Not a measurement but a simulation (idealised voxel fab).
You're looking at the process module voxel double patterning.
In the cross-section labelled cut, the width is 210 nm and each square cell is 5 nm.
Cross-section spec: square-cell grid; bands listed top down; each band is one or more rows.
This entry defines a band. It first specifies the height of the band's top and the height of its bottom in nm, and then specifies the band's materials from left to right, stating each material with its width in nm. The word "everywhere" identifies a single material that fills the band from edge to edge, while the word "empty" identifies empty space.
Where do heights start? At 0: under that level the wafer as delivered is made of one material only. And the lowest band has no floor; it just carries on downward, as in "0 down".
A width such as "30->40" changes by the same amount from each row of cells to the next, from the band's top row to its bottom row.
The designation "no alteration", where it is given for a processing step, indicates that no cell of the cross-section was altered in the course of that step.
"Encapsulated voids" specifies each empty space that is not open to the top and that occupies no fewer than 8 cells, using the form width x height at distance, the distance measured from the left edge and all three quantities in nm.
What comes after the settings on a step's line is commentary from the simulator itself on that step.
If you see "overlay nm" on a step's line and that step has a mask, it's telling you how far right of where it was planned the mask ended up; a negative number means it went left instead.

## Process steps (planned)
1,RECEIVE: material Si
2,CONFORMAL_DEP: material SiO2, thk nm 10
3,DIRECTIONAL_DEP: material polySi, thk nm 10
4,DIRECTIONAL_DEP: material SiCN, thk nm 5
5,DIRECTIONAL_DEP: material aC, thk nm 10
6,PATTERN: tone open, mask id FIRST, material resist, width nm 15, pitch nm 50, thk nm 30, overlay nm 0
7,DIRECTIONAL_ETCH: etch materials aC, depth nm 10
8,STRIP: etch materials resist
9,DIRECTIONAL_ETCH: etch materials SiCN, depth nm 5
10,STRIP: etch materials aC
11,MASKED_ETCH: tone open, mask id SECOND, width nm 15, pitch nm 50, etch materials SiCN, depth nm 5, overlay nm 0
12,DIRECTIONAL_ETCH: etch materials polySi, depth nm 10
13,STRIP: etch materials SiCN

## As received (post step 1): cross-section
  0 down = Si everywhere
  Encapsulated voids: none

## The cross-section shown corresponds to the wafer at the conclusion of the module. The initial structure and the process plan are those presented above; however, one mistake occurred in executing the plan
  10 to 0 = polySi (45), then empty (15), then polySi (10), then empty (15), then polySi (10), then empty (15), then polySi (10), then empty (15), then polySi (10), then empty (15), then polySi (50)
  0 down = Si everywhere
  Encapsulated voids: none
Nonconformance to the process plan: heads up, step 2 of the plan was skipped and never actually ran
